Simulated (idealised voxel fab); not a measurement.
Herein follows the process module entitled voxel wiring stack.
In the cross-section labelled cut, the width is 165 nm and each square cell is 5 nm.
When this document writes out a cross-section, it uses a grid of square cells and lists it as bands, beginning at the top and moving down, with a band standing for one or more rows of cells. Heights first: top, then bottom, in nm. Then materials, left to right, each with a width in nm. "all across" on a single material: fills the band edge to edge. "air": empty space. Heights are reckoned from 0. Under this level, the received wafer is all of one material. The bottommost band is open-ended downward, for example "0 down". Width spec "30..40" -> top row of cells at first value, bottom row at second value, equal per-row change in between. "changes: none" (step): cross-section cells unchanged, all of them. "Enclosed cavity list" - sealed voids, min. 8 cells, no opening to top; format: width x height at distance (distance from left edge; nm throughout). Formally, on a step line, whatever follows the settings is a remark that the simulator itself makes on the step. "overlay nm" denotes, for a step that has a mask, the displacement of the mask to the right of its planned place, with negative values corresponding to the left. Reading key. Pairs: pre-step and post-step cross-section, one process step apart; post-step view only to lowest changed band. Step between + settings: beneath pair. Runs: pairs may be from different runs of this module, same starting wafer. Continuation from pair above: only where "Before the process" entry says.
Before the process
	40 to 35: 15 nm air, then 40 nm SiN, then 5 nm air, then 40 nm SiN, then 5 nm air, then 40 nm SiN, then 20 nm air
	35 to 20: 15 nm air, then 5 nm SiN, then 30 nm W, then 5 nm SiN, then 5 nm air, then 5 nm SiN, then 30 nm W, then 5 nm SiN, then 5 nm air, then 5 nm SiN, then 30 nm W, then 5 nm SiN, then 20 nm air
	20 to 15: 20 nm SiN, then 30 nm W, then 15 nm SiN, then 30 nm W, then 15 nm SiN, then 30 nm W, then 25 nm SiN
	15 to 0: SiO2 all across
	0 down: Si all across
	Enclosed cavity list: none
Resulting Cross-Section
	45 to 40: lowk all across
	40 to 35: 15 nm lowk, then 40 nm SiN, then 5 nm lowk, then 40 nm SiN, then 5 nm lowk, then 40 nm SiN, then 20 nm lowk
	35 to 20: 15 nm lowk, then 5 nm SiN, then 30 nm W, then 5 nm SiN, then 5 nm lowk, then 5 nm SiN, then 30 nm W, then 5 nm SiN, then 5 nm lowk, then 5 nm SiN, then 30 nm W, then 5 nm SiN, then 20 nm lowk
	below 20: unchanged
	Enclosed cavity list: none
What was done to get from the before section above to the after section? FILL_DEP [material lowk] [thk nm 5]
Before the process: just use the after drawing of the pair above as your starting point.
Resulting Cross-Section
	40 to 35: 15 nm lowk, then 40 nm SiN, then 5 nm lowk, then 40 nm SiN, then 5 nm lowk, then 40 nm SiN, then 20 nm lowk
	below 35: unchanged
	Enclosed cavity list: none
What was done to get from the before section above to the after section? CMP [height nm 40]
Before the process: just use the after drawing of the pair above as your starting point.
Resulting Cross-Section
	45 to 40: SiCN all across
	below 40: unchanged
	Enclosed cavity list: none
What was done to get from the before section above to the after section? CONFORMAL_DEP [material SiCN] [thk nm 5]
Before the process: just use the after drawing of the pair above as your starting point.
Resulting Cross-Section
	65 to 45: SiO2 all across
	below 45: unchanged
	Enclosed cavity list: none
What was done to get from the before section above to the after section? DIRECTIONAL_DEP [material SiO2] [thk nm 20]
Before the process: just use the after drawing of the pair above as your starting point.
Resulting Cross-Section
	75 to 65: aC all across
	below 65: unchanged
	Enclosed cavity list: none
What was done to get from the before section above to the after section? DIRECTIONAL_DEP [material aC] [thk nm 10]
Before the process: just use the after drawing of the pair above as your starting point.
Resulting Cross-Section
	100 to 75: 20 nm resist, then 15 nm air, then 75 nm resist, then 15 nm air, then 40 nm resist
	below 75: unchanged
	Enclosed cavity list: none
What was done to get from the before section above to the after section? PATTERN [tone open] [mask id PLUG_1] [material resist] [width nm 15] [pitch nm 90] [thk nm 25] [overlay nm 0]
Before the process: just use the after drawing of the pair above as your starting point.
Resulting Cross-Section
	90 to 75: 20 nm resist, then 15 nm air, then 75 nm resist, then 15 nm air, then 40 nm resist
	75 to 65: 20 nm aC, then 15 nm air, then 75 nm aC, then 15 nm air, then 40 nm aC
	below 65: unchanged
	Enclosed cavity list: none
What was done to get from the before section above to the after section? DIRECTIONAL_ETCH [etch materials aC] [depth nm 10]
Before the process: just use the after drawing of the pair above as your starting point.
Resulting Cross-Section
	75 to 65: 20 nm aC, then 15 nm air, then 75 nm aC, then 15 nm air, then 40 nm aC
	below 65: unchanged
	Enclosed cavity list: none
What was done to get from the before section above to the after section? STRIP [etch materials resist]
Before the process: just use the after drawing of the pair above as your starting point.
Resulting Cross-Section
	75 to 65: 20 nm aC, then 15 nm air, then 75 nm aC, then 15 nm air, then 40 nm aC
	65 to 45: 20 nm SiO2, then 15 nm air, then 75 nm SiO2, then 15 nm air, then 40 nm SiO2
	below 45: unchanged
	Enclosed cavity list: none
What was done to get from the before section above to the after section? DIRECTIONAL_ETCH [etch materials SiO2] [depth nm 20]
Before the process: just use the after drawing of the pair above as your starting point.
Resulting Cross-Section
	75 to 65: 20 nm aC, then 15 nm air, then 75 nm aC, then 15 nm air, then 40 nm aC
	65 to 45: 20 nm SiO2, then 15 nm air, then 75 nm SiO2, then 15 nm air, then 40 nm SiO2
	45 to 40: 20 nm SiCN, then 15 nm air, then 75 nm SiCN, then 15 nm air, then 40 nm SiCN
	below 40: unchanged
	Enclosed cavity list: none
What was done to get from the before section above to the after section? DIRECTIONAL_ETCH [etch materials SiCN] [depth nm 5]
Before the process: just use the after drawing of the pair above as your starting point.
Resulting Cross-Section
	65 to 45: 20 nm SiO2, then 15 nm air, then 75 nm SiO2, then 15 nm air, then 40 nm SiO2
	below 45: unchanged
	Enclosed cavity list: none
What was done to get from the before section above to the after section? STRIP [etch materials aC]
Before the process: just use the after drawing of the pair above as your starting point.
Resulting Cross-Section
	70 to 65: 20 nm TiN, then 15 nm air, then 75 nm TiN, then 15 nm air, then 40 nm TiN
	65 to 45: 20 nm SiO2, then 15 nm air, then 75 nm SiO2, then 15 nm air, then 40 nm SiO2
	45 to 40: 20 nm SiCN, then 15 nm TiN, then 75 nm SiCN, then 15 nm TiN, then 40 nm SiCN
	below 40: unchanged
	Enclosed cavity list: none
What was done to get from the before section above to the after section? DIRECTIONAL_DEP [material TiN] [thk nm 5]
Before the process: just use the after drawing of the pair above as your starting point.
Resulting Cross-Section
	95 to 70: 20 nm W, then 15 nm air, then 75 nm W, then 15 nm air, then 40 nm W
	70 to 65: 20 nm TiN, then 15 nm W, then 75 nm TiN, then 15 nm W, then 40 nm TiN
	65 to 45: 20 nm SiO2, then 15 nm W, then 75 nm SiO2, then 15 nm W, then 40 nm SiO2
	below 45: unchanged
	Enclosed cavity list: none
What was done to get from the before section above to the after section? DIRECTIONAL_DEP [material W] [thk nm 25]
Before the process: just use the after drawing of the pair above as your starting point.
Resulting Cross-Section
	105 to 95: 20 nm aC, then 15 nm air, then 75 nm aC, then 15 nm air, then 40 nm aC
	95 to 80: 20 nm W, then 15 nm air, then 75 nm W, then 15 nm air, then 40 nm W
	80 to 70: 20 nm W, then 15 nm aC, then 75 nm W, then 15 nm aC, then 40 nm W
	below 70: unchanged
	Enclosed cavity list: none
What was done to get from the before section above to the after section? DIRECTIONAL_DEP [material aC] [thk nm 10]
Before the process: just use the after drawing of the pair above as your starting point.
Resulting Cross-Section
	135 to 105: 20 nm air, then 30 nm resist, then 15 nm air, then 30 nm resist, then 15 nm air, then 30 nm resist, then 25 nm air
	105 to 95: 20 nm aC, then 15 nm resist, then 75 nm aC, then 15 nm resist, then 40 nm aC
	95 to 80: 20 nm W, then 15 nm resist, then 75 nm W, then 15 nm resist, then 40 nm W
	below 80: unchanged
	Enclosed cavity list: none
What was done to get from the before section above to the after section? PATTERN [tone cover] [mask id METAL_2] [material resist] [width nm 30] [pitch nm 45] [thk nm 30] [overlay nm 0]
Before the process: just use the after drawing of the pair above as your starting point.
Resulting Cross-Section
	125 to 105: 20 nm air, then 30 nm resist, then 15 nm air, then 30 nm resist, then 15 nm air, then 30 nm resist, then 25 nm air
	105 to 95: 20 nm air, then 15 nm resist, then 15 nm aC, then 15 nm air, then 30 nm aC, then 15 nm air, then 15 nm resist, then 15 nm aC, then 25 nm air
	below 95: unchanged
	Enclosed cavity list: none
What was done to get from the before section above to the after section? DIRECTIONAL_ETCH [etch materials aC] [depth nm 10]
Before the process: just use the after drawing of the pair above as your starting point.
Resulting Cross-Section
	105 to 95: 35 nm air, then 15 nm aC, then 15 nm air, then 30 nm aC, then 30 nm air, then 15 nm aC, then 25 nm air
	95 to 80: 20 nm W, then 15 nm air, then 75 nm W, then 15 nm air, then 40 nm W
	below 80: unchanged
	Enclosed cavity list: none
What was done to get from the before section above to the after section? STRIP [etch materials resist]
Before the process: just use the after drawing of the pair above as your starting point.
Resulting Cross-Section
	105 to 95: 35 nm air, then 15 nm aC, then 15 nm air, then 30 nm aC, then 30 nm air, then 15 nm aC, then 25 nm air
	95 to 80: 35 nm air, then 15 nm W, then 15 nm air, then 30 nm W, then 30 nm air, then 15 nm W, then 25 nm air
	80 to 70: 20 nm air, then 15 nm aC, then 15 nm W, then 15 nm air, then 30 nm W, then 15 nm air, then 15 nm aC, then 15 nm W, then 25 nm air
	below 70: unchanged
	Enclosed cavity list: none
What was done to get from the before section above to the after section? DIRECTIONAL_ETCH [etch materials W] [depth nm 25]
Before the process: just use the after drawing of the pair above as your starting point.
Resulting Cross-Section
	105 to 95: 35 nm air, then 15 nm aC, then 15 nm air, then 30 nm aC, then 30 nm air, then 15 nm aC, then 25 nm air
	95 to 80: 35 nm air, then 15 nm W, then 15 nm air, then 30 nm W, then 30 nm air, then 15 nm W, then 25 nm air
	80 to 70: 20 nm air, then 15 nm aC, then 15 nm W, then 15 nm air, then 30 nm W, then 15 nm air, then 15 nm aC, then 15 nm W, then 25 nm air
	70 to 65: 20 nm air, then 15 nm W, then 15 nm TiN, then 15 nm air, then 30 nm TiN, then 15 nm air, then 15 nm W, then 15 nm TiN, then 25 nm air
	below 65: unchanged
	Enclosed cavity list: none
What was done to get from the before section above to the after section? DIRECTIONAL_ETCH [etch materials TiN] [depth nm 5]
Before the process: just use the after drawing of the pair above as your starting point.
Resulting Cross-Section
	95 to 70: 35 nm air, then 15 nm W, then 15 nm air, then 30 nm W, then 30 nm air, then 15 nm W, then 25 nm air
	below 70: unchanged
	Enclosed cavity list: none
What was done to get from the before section above to the after section? STRIP [etch materials aC]
Before the process: just use the after drawing of the pair above as your starting point.
Resulting Cross-Section
	100 to 95: 30 nm air, then 25 nm SiN, then 5 nm air, then 40 nm SiN, then 20 nm air, then 25 nm SiN, then 20 nm air
	95 to 75: 30 nm air, then 5 nm SiN, then 15 nm W, then 5 nm SiN, then 5 nm air, then 5 nm SiN, then 30 nm W, then 5 nm SiN, then 20 nm air, then 5 nm SiN, then 15 nm W, then 5 nm SiN, then 20 nm air
	75 to 70: 15 nm air, then 20 nm SiN, then 15 nm W, then 5 nm SiN, then 5 nm air, then 5 nm SiN, then 30 nm W, then 5 nm SiN, then 5 nm air, then 20 nm SiN, then 15 nm W, then 5 nm SiN, then 20 nm air
	70 to 65: 20 nm SiN, then 15 nm W, then 15 nm TiN, then 15 nm SiN, then 30 nm TiN, then 15 nm SiN, then 15 nm W, then 15 nm TiN, then 25 nm SiN
	below 65: unchanged
	Enclosed cavity list: none
What was done to get from the before section above to the after section? CONFORMAL_DEP [material SiN] [thk nm 5]
Before the process: just use the after drawing of the pair above as your starting point.
Resulting Cross-Section
	105 to 100: lowk all across
	100 to 95: 30 nm lowk, then 25 nm SiN, then 5 nm lowk, then 40 nm SiN, then 20 nm lowk, then 25 nm SiN, then 20 nm lowk
	95 to 75: 30 nm lowk, then 5 nm SiN, then 15 nm W, then 5 nm SiN, then 5 nm lowk, then 5 nm SiN, then 30 nm W, then 5 nm SiN, then 20 nm lowk, then 5 nm SiN, then 15 nm W, then 5 nm SiN, then 20 nm lowk
	75 to 70: 15 nm lowk, then 20 nm SiN, then 15 nm W, then 5 nm SiN, then 5 nm lowk, then 5 nm SiN, then 30 nm W, then 5 nm SiN, then 5 nm lowk, then 20 nm SiN, then 15 nm W, then 5 nm SiN, then 20 nm lowk
	below 70: unchanged
	Enclosed cavity list: none
What was done to get from the before section above to the after section? FILL_DEP [material lowk] [thk nm 5]
Before the process: just use the after drawing of the pair above as your starting point.
Resulting Cross-Section
	95 to 75: 30 nm lowk, then 5 nm SiN, then 15 nm W, then 5 nm SiN, then 5 nm lowk, then 5 nm SiN, then 30 nm W, then 5 nm SiN, then 20 nm lowk, then 5 nm SiN, then 15 nm W, then 5 nm SiN, then 20 nm lowk
	below 75: unchanged
	Enclosed cavity list: none
What was done to get from the before section above to the after section? CMP [height nm 95]
Before the process: just use the after drawing of the pair above as your starting point.
Resulting Cross-Section
	100 to 95: SiCN all across
	below 95: unchanged
	Enclosed cavity list: none
What was done to get from the before section above to the after section? CONFORMAL_DEP [material SiCN] [thk nm 5]
Before the process: just use the after drawing of the pair above as your starting point.
Resulting Cross-Section
	110 to 100: lowk all across
	below 100: unchanged
	Enclosed cavity list: none
What was done to get from the before section above to the after section? DIRECTIONAL_DEP [material lowk] [thk nm 10]
Before the process: just use the after drawing of the pair above as your starting point.
Resulting Cross-Section
	110 to 100: 20 nm lowk, then 15 nm air, then 75 nm lowk, then 15 nm air, then 40 nm lowk
	below 100: unchanged
	Enclosed cavity list: none
What was done to get from the before section above to the after section? MASKED_ETCH [tone open] [mask id PLUG_2] [width nm 15] [pitch nm 90] [etch materials lowk] [depth nm 10] [overlay nm 0]
Before the process: just use the after drawing of the pair above as your starting point.
Resulting Cross-Section
	110 to 100: 20 nm lowk, then 15 nm air, then 75 nm lowk, then 15 nm air, then 40 nm lowk
	100 to 95: 20 nm SiCN, then 15 nm air, then 75 nm SiCN, then 15 nm air, then 40 nm SiCN
	below 95: unchanged
	Enclosed cavity list: none
What was done to get from the before section above to the after section? MASKED_ETCH [tone open] [mask id PLUG_2] [width nm 15] [pitch nm 90] [etch materials SiCN] [depth nm 5] [overlay nm 0]
Before the process: just use the after drawing of the pair above as your starting point.
Resulting Cross-Section
	115 to 110: 20 nm TiN, then 15 nm air, then 75 nm TiN, then 15 nm air, then 40 nm TiN
	110 to 100: 20 nm lowk, then 15 nm air, then 75 nm lowk, then 15 nm air, then 40 nm lowk
	100 to 95: 20 nm SiCN, then 15 nm TiN, then 75 nm SiCN, then 15 nm TiN, then 40 nm SiCN
	below 95: unchanged
	Enclosed cavity list: none
What was done to get from the before section above to the after section? DIRECTIONAL_DEP [material TiN] [thk nm 5]
Before the process: just use the after drawing of the pair above as your starting point.
Resulting Cross-Section
	130 to 115: 20 nm W, then 15 nm air, then 75 nm W, then 15 nm air, then 40 nm W
	115 to 110: 20 nm TiN, then 15 nm W, then 75 nm TiN, then 15 nm W, then 40 nm TiN
	110 to 100: 20 nm lowk, then 15 nm W, then 75 nm lowk, then 15 nm W, then 40 nm lowk
	below 100: unchanged
	Enclosed cavity list: none
What was done to get from the before section above to the after section? DIRECTIONAL_DEP [material W] [thk nm 15]
Before the process: just use the after drawing of the pair above as your starting point.
Resulting Cross-Section
	130 to 115: 35 nm air, then 15 nm W, then 15 nm air, then 30 nm W, then 30 nm air, then 15 nm W, then 25 nm air
	below 115: unchanged
	Enclosed cavity list: none
What was done to get from the before section above to the after section? MASKED_ETCH [tone cover] [mask id METAL_3] [width nm 30] [pitch nm 45] [etch materials W] [depth nm 15] [overlay nm 0]
Before the process: just use the after drawing of the pair above as your starting point.
Resulting Cross-Section
	130 to 115: 35 nm air, then 15 nm W, then 15 nm air, then 30 nm W, then 30 nm air, then 15 nm W, then 25 nm air
	115 to 110: 20 nm air, then 15 nm W, then 15 nm TiN, then 15 nm air, then 30 nm TiN, then 15 nm air, then 15 nm W, then 15 nm TiN, then 25 nm air
	below 110: unchanged
	Enclosed cavity list: none
What was done to get from the before section above to the after section? MASKED_ETCH [tone cover] [mask id METAL_3] [width nm 30] [pitch nm 45] [etch materials TiN] [depth nm 5] [overlay nm 0]
Before the process: just use the after drawing of the pair above as your starting point.
Resulting Cross-Section
	140 to 130: SiO2 all across
	130 to 115: 35 nm SiO2, then 15 nm W, then 15 nm SiO2, then 30 nm W, then 30 nm SiO2, then 15 nm W, then 25 nm SiO2
	115 to 110: 20 nm SiO2, then 15 nm W, then 15 nm TiN, then 15 nm SiO2, then 30 nm TiN, then 15 nm SiO2, then 15 nm W, then 15 nm TiN, then 25 nm SiO2
	below 110: unchanged
	Enclosed cavity list: none
What was done to get from the before section above to the after section? FILL_DEP [material SiO2] [thk nm 10]
Before the process: just use the after drawing of the pair above as your starting point.
Resulting Cross-Section
	130 to 115: 35 nm SiO2, then 15 nm W, then 15 nm SiO2, then 30 nm W, then 30 nm SiO2, then 15 nm W, then 25 nm SiO2
	below 115: unchanged
	Enclosed cavity list: none
What was done to get from the before section above to the after section? CMP [height nm 130]
Before the process: just use the after drawing of the pair above as your starting point.
Resulting Cross-Section
	135 to 130: SiCN all across
	below 130: unchanged
	Enclosed cavity list: none
What was done to get from the before section above to the after section? CONFORMAL_DEP [material SiCN] [thk nm 5]
Before the process: just use the after drawing of the pair above as your starting point.
Resulting Cross-Section
	145 to 135: lowk all across
	below 135: unchanged
	Enclosed cavity list: none
What was done to get from the before section above to the after section? DIRECTIONAL_DEP [material lowk] [thk nm 10]
Before the process: just use the after drawing of the pair above as your starting point.
Resulting Cross-Section
	165 to 145: 20 nm resist, then 15 nm air, then 30 nm resist, then 15 nm air, then 30 nm resist, then 15 nm air, then 40 nm resist
	below 145: unchanged
	Enclosed cavity list: none
What was done to get from the before section above to the after section? PATTERN [tone open] [mask id PLUG_3] [material resist] [width nm 15] [pitch nm 45] [thk nm 20] [overlay nm 0]
Before the process: just use the after drawing of the pair above as your starting point.
Resulting Cross-Section
	165 to 145: 20 nm resist, then 15 nm air, then 30 nm resist, then 15 nm air, then 30 nm resist, then 15 nm air, then 40 nm resist
	145 to 135: 20 nm lowk, then 15 nm air, then 30 nm lowk, then 15 nm air, then 30 nm lowk, then 15 nm air, then 40 nm lowk
	below 135: unchanged
	Enclosed cavity list: none
What was done to get from the before section above to the after section? DIRECTIONAL_ETCH [etch materials lowk] [depth nm 10]
Before the process: just use the after drawing of the pair above as your starting point.
Resulting Cross-Section
	165 to 145: 20 nm resist, then 15 nm air, then 30 nm resist, then 15 nm air, then 30 nm resist, then 15 nm air, then 40 nm resist
	145 to 135: 20 nm lowk, then 15 nm air, then 30 nm lowk, then 15 nm air, then 30 nm lowk, then 15 nm air, then 40 nm lowk
	135 to 130: 20 nm SiCN, then 15 nm air, then 30 nm SiCN, then 15 nm air, then 30 nm SiCN, then 15 nm air, then 40 nm SiCN
	below 130: unchanged
	Enclosed cavity list: none
What was done to get from the before section above to the after section? DIRECTIONAL_ETCH [etch materials SiCN] [depth nm 5]
Before the process: just use the after drawing of the pair above as your starting point.
Resulting Cross-Section
	145 to 135: 20 nm lowk, then 15 nm air, then 30 nm lowk, then 15 nm air, then 30 nm lowk, then 15 nm air, then 40 nm lowk
	below 135: unchanged
	Enclosed cavity list: none
What was done to get from the before section above to the after section? STRIP [etch materials resist]
Before the process: just use the after drawing of the pair above as your starting point.
Resulting Cross-Section
	150 to 145: 25 nm TiN, then 5 nm air, then 40 nm TiN, then 5 nm air, then 40 nm TiN, then 5 nm air, then 45 nm TiN
	145 to 135: 20 nm lowk, then 5 nm TiN, then 5 nm air, then 5 nm TiN, then 30 nm lowk, then 5 nm TiN, then 5 nm air, then 5 nm TiN, then 30 nm lowk, then 5 nm TiN, then 5 nm air, then 5 nm TiN, then 40 nm lowk
	135 to 130: 20 nm SiCN, then 15 nm TiN, then 30 nm SiCN, then 15 nm TiN, then 30 nm SiCN, then 15 nm TiN, then 40 nm SiCN
	below 130: unchanged
	Enclosed cavity list: none
What was done to get from the before section above to the after section? CONFORMAL_DEP [material TiN] [thk nm 5]
Before the process: just use the after drawing of the pair above as your starting point.
Resulting Cross-Section
	155 to 150: Cu all across
	150 to 145: 25 nm TiN, then 5 nm Cu, then 40 nm TiN, then 5 nm Cu, then 40 nm TiN, then 5 nm Cu, then 45 nm TiN
	145 to 135: 20 nm lowk, then 5 nm TiN, then 5 nm Cu, then 5 nm TiN, then 30 nm lowk, then 5 nm TiN, then 5 nm Cu, then 5 nm TiN, then 30 nm lowk, then 5 nm TiN, then 5 nm Cu, then 5 nm TiN, then 40 nm lowk
	below 135: unchanged
	Enclosed cavity list: none
What was done to get from the before section above to the after section? FILL_DEP [material Cu] [thk nm 5]
Before the process: just use the after drawing of the pair above as your starting point.
Resulting Cross-Section
	145 to 135: 20 nm lowk, then 5 nm TiN, then 5 nm Cu, then 5 nm TiN, then 30 nm lowk, then 5 nm TiN, then 5 nm Cu, then 5 nm TiN, then 30 nm lowk, then 5 nm TiN, then 5 nm Cu, then 5 nm TiN, then 40 nm lowk
	below 135: unchanged
	Enclosed cavity list: none
What was done to get from the before section above to the after section? CMP [height nm 145]
Before the process: just use the after drawing of the pair above as your starting point.
Resulting Cross-Section
	150 to 145: TiN all across
	below 145: unchanged
	Enclosed cavity list: none
What was done to get from the before section above to the after section? DIRECTIONAL_DEP [material TiN] [thk nm 5]
Before the process: just use the after drawing of the pair above as your starting point.
Resulting Cross-Section
	170 to 150: W all across
	below 150: unchanged
	Enclosed cavity list: none
What was done to get from the before section above to the after section? DIRECTIONAL_DEP [material W] [thk nm 20]
Before the process: just use the after drawing of the pair above as your starting point.
Resulting Cross-Section
	170 to 150: 20 nm air, then 30 nm W, then 15 nm air, then 30 nm W, then 15 nm air, then 30 nm W, then 25 nm air
	below 150: unchanged
	Enclosed cavity list: none
What was done to get from the before section above to the after section? MASKED_ETCH [tone cover] [mask id METAL_4] [width nm 30] [pitch nm 45] [etch materials W] [depth nm 20] [overlay nm 0]
Before the process: just use the after drawing of the pair above as your starting point.
Resulting Cross-Section
	170 to 150: 20 nm air, then 30 nm W, then 15 nm air, then 30 nm W, then 15 nm air, then 30 nm W, then 25 nm air
	150 to 145: 20 nm air, then 30 nm TiN, then 15 nm air, then 30 nm TiN, then 15 nm air, then 30 nm TiN, then 25 nm air
	below 145: unchanged
	Enclosed cavity list: none
What was done to get from the before section above to the after section? MASKED_ETCH [tone cover] [mask id METAL_4] [width nm 30] [pitch nm 45] [etch materials TiN] [depth nm 5] [overlay nm 0]
Before the process: just use the after drawing of the pair above as your starting point.
Resulting Cross-Section
	175 to 170: 15 nm air, then 40 nm SiCN, then 5 nm air, then 40 nm SiCN, then 5 nm air, then 40 nm SiCN, then 20 nm air
	170 to 150: 15 nm air, then 5 nm SiCN, then 30 nm W, then 5 nm SiCN, then 5 nm air, then 5 nm SiCN, then 30 nm W, then 5 nm SiCN, then 5 nm air, then 5 nm SiCN, then 30 nm W, then 5 nm SiCN, then 20 nm air
	150 to 145: 20 nm SiCN, then 30 nm TiN, then 15 nm SiCN, then 30 nm TiN, then 15 nm SiCN, then 30 nm TiN, then 25 nm SiCN
	below 145: unchanged
	Enclosed cavity list: none
What was done to get from the before section above to the after section? CONFORMAL_DEP [material SiCN] [thk nm 5]
Before the process: just use the after drawing of the pair above as your starting point.
Resulting Cross-Section
	185 to 175: SiO2 all across
	175 to 170: 15 nm SiO2, then 40 nm SiCN, then 5 nm SiO2, then 40 nm SiCN, then 5 nm SiO2, then 40 nm SiCN, then 20 nm SiO2
	170 to 150: 15 nm SiO2, then 5 nm SiCN, then 30 nm W, then 5 nm SiCN, then 5 nm SiO2, then 5 nm SiCN, then 30 nm W, then 5 nm SiCN, then 5 nm SiO2, then 5 nm SiCN, then 30 nm W, then 5 nm SiCN, then 20 nm SiO2
	below 150: unchanged
	Enclosed cavity list: none
What was done to get from the before section above to the after section? FILL_DEP [material SiO2] [thk nm 10]
Before the process: just use the after drawing of the pair above as your starting point.
Resulting Cross-Section
	170 to 150: 15 nm SiO2, then 5 nm SiCN, then 30 nm W, then 5 nm SiCN, then 5 nm SiO2, then 5 nm SiCN, then 30 nm W, then 5 nm SiCN, then 5 nm SiO2, then 5 nm SiCN, then 30 nm W, then 5 nm SiCN, then 20 nm SiO2
	below 150: unchanged
	Enclosed cavity list: none
What was done to get from the before section above to the after section? CMP [height nm 170]
Before the process: just use the after drawing of the pair above as your starting point.
Resulting Cross-Section
	175 to 170: SiCN all across
	below 170: unchanged
	Enclosed cavity list: none
What was done to get from the before section above to the after section? CONFORMAL_DEP [material SiCN] [thk nm 5]
Before the process
	65 to 60: 20 nm SiO2, then 15 nm air, then 75 nm SiO2, then 15 nm air, then 40 nm SiO2
	60 to 45: 20 nm SiO2, then 15 nm Ru, then 75 nm SiO2, then 15 nm Ru, then 40 nm SiO2
	45 to 40: 20 nm SiCN, then 15 nm Ru, then 75 nm SiCN, then 15 nm Ru, then 40 nm SiCN
	40 to 20: 15 nm lowk, then 5 nm SiN, then 30 nm W, then 5 nm SiN, then 5 nm lowk, then 5 nm SiN, then 30 nm W, then 5 nm SiN, then 5 nm lowk, then 5 nm SiN, then 30 nm W, then 5 nm SiN, then 20 nm lowk
	20 to 15: 20 nm SiN, then 30 nm TiN, then 15 nm SiN, then 30 nm TiN, then 15 nm SiN, then 30 nm TiN, then 25 nm SiN
	15 to 0: SiO2 all across
	0 down: Si all across
	Enclosed cavity list: none
Resulting Cross-Section
	70 to 65: 15 nm air, then 25 nm Ru, then 65 nm air, then 25 nm Ru, then 35 nm air
	65 to 45: 20 nm SiO2, then 15 nm Ru, then 75 nm SiO2, then 15 nm Ru, then 40 nm SiO2
	below 45: unchanged
	Enclosed cavity list: none
What was done to get from the before section above to the after section? EPI [material Ru] [thk nm 10]
Before the process: just use the after drawing of the pair above as your starting point.
Resulting Cross-Section
	75 to 65: 10 nm air, then 35 nm Ru, then 55 nm air, then 35 nm Ru, then 30 nm air
	below 65: unchanged
	Enclosed cavity list: none
What was done to get from the before section above to the after section? EPI [material Ru] [thk nm 5]
Before the process: just use the after drawing of the pair above as your starting point.
Resulting Cross-Section
	80 to 75: 10 nm air, then 35 nm TiN, then 55 nm air, then 35 nm TiN, then 30 nm air
	75 to 70: 10 nm air, then 35 nm Ru, then 55 nm air, then 35 nm Ru, then 30 nm air
	70 to 65: 10 nm TiN, then 35 nm Ru, then 55 nm TiN, then 35 nm Ru, then 30 nm TiN
	below 65: unchanged
	Enclosed cavity list: none
What was done to get from the before section above to the after section? DIRECTIONAL_DEP [material TiN] [thk nm 5]
Before the process: just use the after drawing of the pair above as your starting point.
Resulting Cross-Section
	105 to 95: 10 nm air, then 35 nm W, then 55 nm air, then 35 nm W, then 30 nm air
	95 to 80: W all across
	80 to 75: 10 nm W, then 35 nm TiN, then 55 nm W, then 35 nm TiN, then 30 nm W
	75 to 70: 10 nm W, then 35 nm Ru, then 55 nm W, then 35 nm Ru, then 30 nm W
	below 70: unchanged
	Enclosed cavity list: none
What was done to get from the before section above to the after section? DIRECTIONAL_DEP [material W] [thk nm 25]
Before the process: just use the after drawing of the pair above as your starting point.
Resulting Cross-Section
	115 to 105: 10 nm air, then 35 nm aC, then 55 nm air, then 35 nm aC, then 30 nm air
	105 to 95: 10 nm aC, then 35 nm W, then 55 nm aC, then 35 nm W, then 30 nm aC
	below 95: unchanged
	Enclosed cavity list: none
What was done to get from the before section above to the after section? DIRECTIONAL_DEP [material aC] [thk nm 10]
Before the process: just use the after drawing of the pair above as your starting point.
Resulting Cross-Section
	145 to 115: 20 nm air, then 30 nm resist, then 15 nm air, then 30 nm resist, then 15 nm air, then 30 nm resist, then 25 nm air
	115 to 105: 10 nm air, then 35 nm aC, then 5 nm resist, then 15 nm air, then 30 nm resist, then 5 nm air, then 35 nm aC, then 5 nm resist, then 25 nm air
	below 105: unchanged
	Enclosed cavity list: none
What was done to get from the before section above to the after section? PATTERN [tone cover] [mask id METAL_2] [material resist] [width nm 30] [pitch nm 45] [thk nm 30] [overlay nm 0]
Before the process: just use the after drawing of the pair above as your starting point.
Resulting Cross-Section
	135 to 115: 20 nm air, then 30 nm resist, then 15 nm air, then 30 nm resist, then 15 nm air, then 30 nm resist, then 25 nm air
	115 to 105: 20 nm air, then 25 nm aC, then 5 nm resist, then 15 nm air, then 30 nm resist, then 15 nm air, then 25 nm aC, then 5 nm resist, then 25 nm air
	105 to 95: 10 nm air, then 35 nm W, then 5 nm aC, then 15 nm air, then 30 nm aC, then 5 nm air, then 35 nm W, then 5 nm aC, then 25 nm air
	below 95: unchanged
	Enclosed cavity list: none
What was done to get from the before section above to the after section? DIRECTIONAL_ETCH [etch materials aC] [depth nm 10]
Before the process: just use the after drawing of the pair above as your starting point.
Resulting Cross-Section
	115 to 105: 20 nm air, then 25 nm aC, then 65 nm air, then 25 nm aC, then 30 nm air
	below 105: unchanged
	Enclosed cavity list: none
What was done to get from the before section above to the after section? STRIP [etch materials resist]
Before the process: just use the after drawing of the pair above as your starting point.
Resulting Cross-Section
	115 to 105: 20 nm air, then 25 nm aC, then 65 nm air, then 25 nm aC, then 30 nm air
	105 to 95: 20 nm air, then 25 nm W, then 5 nm aC, then 15 nm air, then 30 nm aC, then 15 nm air, then 25 nm W, then 5 nm aC, then 25 nm air
	95 to 80: 20 nm air, then 30 nm W, then 15 nm air, then 30 nm W, then 15 nm air, then 30 nm W, then 25 nm air
	80 to 75: 10 nm air, then 35 nm TiN, then 5 nm W, then 15 nm air, then 30 nm W, then 5 nm air, then 35 nm TiN, then 5 nm W, then 25 nm air
	75 to 70: 10 nm air, then 35 nm Ru, then 5 nm W, then 15 nm air, then 30 nm W, then 5 nm air, then 35 nm Ru, then 5 nm W, then 25 nm air
	below 70: unchanged
	Enclosed cavity list: none
What was done to get from the before section above to the after section? DIRECTIONAL_ETCH [etch materials W] [depth nm 25]
